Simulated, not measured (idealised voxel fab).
The following is a process module called voxel ribs on slabs.
Xsec cut, 225 nm wide, square cell size 5 nm.
When this document writes out a cross-section, it uses a grid of square cells and lists it as bands, beginning at the top and moving down, with a band standing for one or more rows of cells. For a band, the entry starts with two heights in nm, that of the top and then that of the bottom, and carries on with the band's materials in order from left to right, each alongside its width in nm; the word "all across" beside a single material means it fills the band edge to edge, and "air" means empty space. Below 0: as-received wafer, all one material; heights counted from there. Lowest band: no bottom, goes on down, written "top 0, no bottom". A two-number width, for instance "30 to 40", indicates that the width is equal to the first number in the top row of the band and to the second number in the bottom row, and that it changes by a constant amount per row of cells. "remains unaltered" after a step means that no cell of the cross-section changed. What "Catalogued sealed voids" gives you is every empty space of 8 cells or more that is cut off from the top. Each appears as width x height at distance, with the distance taken from the left edge and width, height and distance all in nm. Read whatever lies past the settings on a step's line as the simulator's own remark about the step. "overlay nm", when on a step's line for a step with a mask, measures how far to the right of its planned place the mask lay; a negative measure means to the left.
Here's what the planned process steps look like:
step 1: RECEIVE (material Si)
step 2: DIRECTIONAL_DEP (material SiO2; thk nm 30)
step 3: DIRECTIONAL_DEP (material SiN; thk nm 25)
step 4: PATTERN (tone cover; mask id RIB; material resist; width nm 20; thk nm 20; overlay nm -15)
step 5: DIRECTIONAL_ETCH (etch materials SiN; depth nm 10)
step 6: STRIP (etch materials resist)
step 7: MASKED_ETCH (tone cover; mask id SLAB; width nm 80; etch materials SiN; depth nm 15; overlay nm 0)
step 8: FILL_DEP (material SiO2; thk nm 25)
step 9: CMP (height nm 70)
step 10: DIRECTIONAL_DEP (material TiN; thk nm 10)
step 11: PATTERN (tone cover; mask id HEATER; material resist; width nm 30; thk nm 15; overlay nm 0)
step 12: DIRECTIONAL_ETCH (etch materials TiN; depth nm 10)
step 13: STRIP (etch materials resist)
step 14: CONFORMAL_DEP (material SiO2; thk nm 5)
The wafers are alike at the start. At step 4, their overlay nm differs. The plan lists the first wafer's value.
First of several wafers (as received, post step 1), cross-sectional view:
> top 0, no bottom | Si all across
> Catalogued sealed voids: none
Per wafer (row), end of module: delta in cells per material since receipt, (+) for gained, (-) for lost; closed voids after that:
overlay nm -15, +56 SiN, +623 SiO2, +12 TiN, Catalogued sealed voids: none
overlay nm -10, +56 SiN, +623 SiO2, +12 TiN, Catalogued sealed voids: none
overlay nm -5, +56 SiN, +623 SiO2, +12 TiN, Catalogued sealed voids: none
overlay nm 0, +56 SiN, +623 SiO2, +12 TiN, Catalogued sealed voids: none
overlay nm 5, +56 SiN, +623 SiO2, +12 TiN, Catalogued sealed voids: none
overlay nm 10, +56 SiN, +623 SiO2, +12 TiN, Catalogued sealed voids: none
overlay nm 15, +56 SiN, +623 SiO2, +12 TiN, Catalogued sealed voids: none
